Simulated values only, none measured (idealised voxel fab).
process module | voxel gate over fins
cross-section cut | 255 nm wide | cells 5 nm
A cross-section is a grid of square cells, given in bands from the top down. A band is one or more rows of cells.
Each band's line starts with the height of the band's top and of its bottom, in nm. Then come its materials from left to right, each with its width in nm. One material with "throughout" fills the band from edge to edge. "air" is empty space.
Height 0 is the level under which the wafer as received is all one material. The lowest band goes on downwards, as in "0 down".
A width such as "30 to 40" changes by the same amount from each row of cells to the next, from the band's top row to its bottom row.
"no change" after a step means that no cell of the cross-section changed.
closed voids: empty space of 8 cells or more with no open way to the top, each as width x height at its distance from the left edge, in nm
after a step's settings: what the simulator itself notes on the step
overlay nm, on a step with a mask: how far to the right of its planned place the mask lay; to the left if negative
plan
1 op RECEIVE | material Si
2 op CONFORMAL_DEP | material SiN | thk nm 5
3 op DIRECTIONAL_DEP | material aC | thk nm 15
4 op PATTERN | tone cover | mask id FINS | material resist | width nm 15 | pitch nm 35 | thk nm 35 | overlay nm 0
5 op DIRECTIONAL_ETCH | etch materials aC | depth nm 15
6 op STRIP | etch materials resist
7 op DIRECTIONAL_ETCH | etch materials SiN | depth nm 5
8 op DIRECTIONAL_ETCH | etch materials Si | depth nm 30
9 op STRIP | etch materials aC
10 op FILL_DEP | material SiO2 | thk nm 15
11 op CMP | height nm 5
12 op SELECTIVE_ETCH | etch materials SiO2 | depth nm 15
13 op STRIP | etch materials SiN
14 op CONFORMAL_DEP | material HfO2 | thk nm 5
15 op CONFORMAL_DEP | material TiN | thk nm 5
16 op CONFORMAL_DEP | material TiAl | thk nm 5
17 op CONFORMAL_DEP | material TiN | thk nm 5
18 op FILL_DEP | material W | thk nm 15
19 op CMP | height nm 30
20 op CONFORMAL_DEP | material SiN | thk nm 10
as received, after step 1
  0 down: Si throughout
  closed voids: none
a wafer at the end: this start, this plan, one mistake
  35 to 25: SiN throughout
  25 to 20: W throughout
  20 to 15: W 45 | TiN 160 | W 50
  15 to 10: W 45 | TiN 5 | TiAl 150 | TiN 5 | W 50
  10 to 5: TiN 50 | TiAl 5 | TiN 140 | TiAl 5 | TiN 55
  5 to 0: TiAl 55 | TiN 5 | HfO2 25 | TiN 10 | HfO2 25 | TiN 10 | HfO2 25 | TiN 10 | HfO2 25 | TiN 5 | TiAl 60
  0 to -5: TiN 60 | HfO2 5 | Si 15 | HfO2 5 | TiN 10 | HfO2 5 | Si 15 | HfO2 5 | TiN 10 | HfO2 5 | Si 15 | HfO2 5 | TiN 10 | HfO2 5 | Si 15 | HfO2 5 | TiN 65
  -5 to -10: HfO2 65 | Si 15 | HfO2 20 | Si 15 | HfO2 20 | Si 15 | HfO2 20 | Si 15 | HfO2 70
  -10 to -30: SiO2 65 | Si 15 | SiO2 20 | Si 15 | SiO2 20 | Si 15 | SiO2 20 | Si 15 | SiO2 70
  -30 down: Si throughout
  closed voids: none
what went wrong: step 19 ran as: op CMP | height nm 25
